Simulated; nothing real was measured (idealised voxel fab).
Module name: voxel spacer lines (process module)
Cross-sectional view cut (width: 260 nm; square cell size: 5 nm).
We lay out every cross-section as a grid of square cells and spell it out in bands from the top down, where one band means one or more rows of cells.
For a band, the entry starts with two heights in nm, that of the top and then that of the bottom, and carries on with the band's materials in order from left to right, each alongside its width in nm; the word "full width" beside a single material means it fills the band edge to edge, and "empty" means empty space.
Zero point of the height axis is 0; under it, received wafer = one material. Lowest band: continues down indefinitely, "0 nm and below".
With a width like "30->40", each row of cells in the band differs from the next by the same amount, the top row carrying the first number and the bottom row the second.
"nothing altered" (step): cross-section cells unchanged, all of them.
Reported under the label "Closed void inventory" are the empty spaces having no open way to the top and comprising 8 cells or more; the notation for each is width x height at distance, in which the distance is measured from the left edge and all three values are in nm.
On each step's line, the part that comes after the settings is the simulator's own comment on the step.
overlay nm: right-of-plan distance of the mask on a masked step; negative values mean left-of-plan.
**Process steps (planned)**
1 RECEIVE | material Si
2 CONFORMAL_DEP | material Al2O3 | thk nm 10
3 DIRECTIONAL_DEP | material polySi | thk nm 10
4 DIRECTIONAL_DEP | material aC | thk nm 25
5 PATTERN | tone cover | mask id MANDREL | material resist | width nm 25 | pitch nm 80 | thk nm 35 | overlay nm 0
6 DIRECTIONAL_ETCH | etch materials aC | depth nm 25
7 STRIP | etch materials resist
8 CONFORMAL_DEP | material SiN | thk nm 15
9 DIRECTIONAL_ETCH | etch materials SiN | depth nm 15
10 STRIP | etch materials aC
11 DIRECTIONAL_ETCH | etch materials polySi | depth nm 10
12 STRIP | etch materials SiN
**Cross-section: wafer on arrival = after step 1**
> 0 nm and below: Si full width
> Closed void inventory: none
**Cross-sectional view of the first of the two wafers upon completion of the module, processed in accordance with the plan**
> 20 nm to 10 nm: empty 60  polySi 15  empty 25  polySi 15  empty 25  polySi 15  empty 25  polySi 15  empty 65
> 10 nm to 0 nm: Al2O3 full width
> 0 nm and below: Si full width
> Closed void inventory: none
**Cross-sectional view: second of two wafers, end of module; start and plan identical to the first, one mistake in running**
> 20 nm to 10 nm: empty 70  polySi 15  empty 25  polySi 15  empty 25  polySi 15  empty 25  polySi 15  empty 55
> 10 nm to 0 nm: Al2O3 full width
> 0 nm and below: Si full width
> Closed void inventory: none
What was the processing mistake? step 5 off recipe, ran as PATTERN | tone cover | mask id MANDREL | material resist | width nm 25 | pitch nm 80 | thk nm 35 | overlay nm 10
At the end, the second wafer has the same number of cells of each material as the first, but those cells sit in other places.
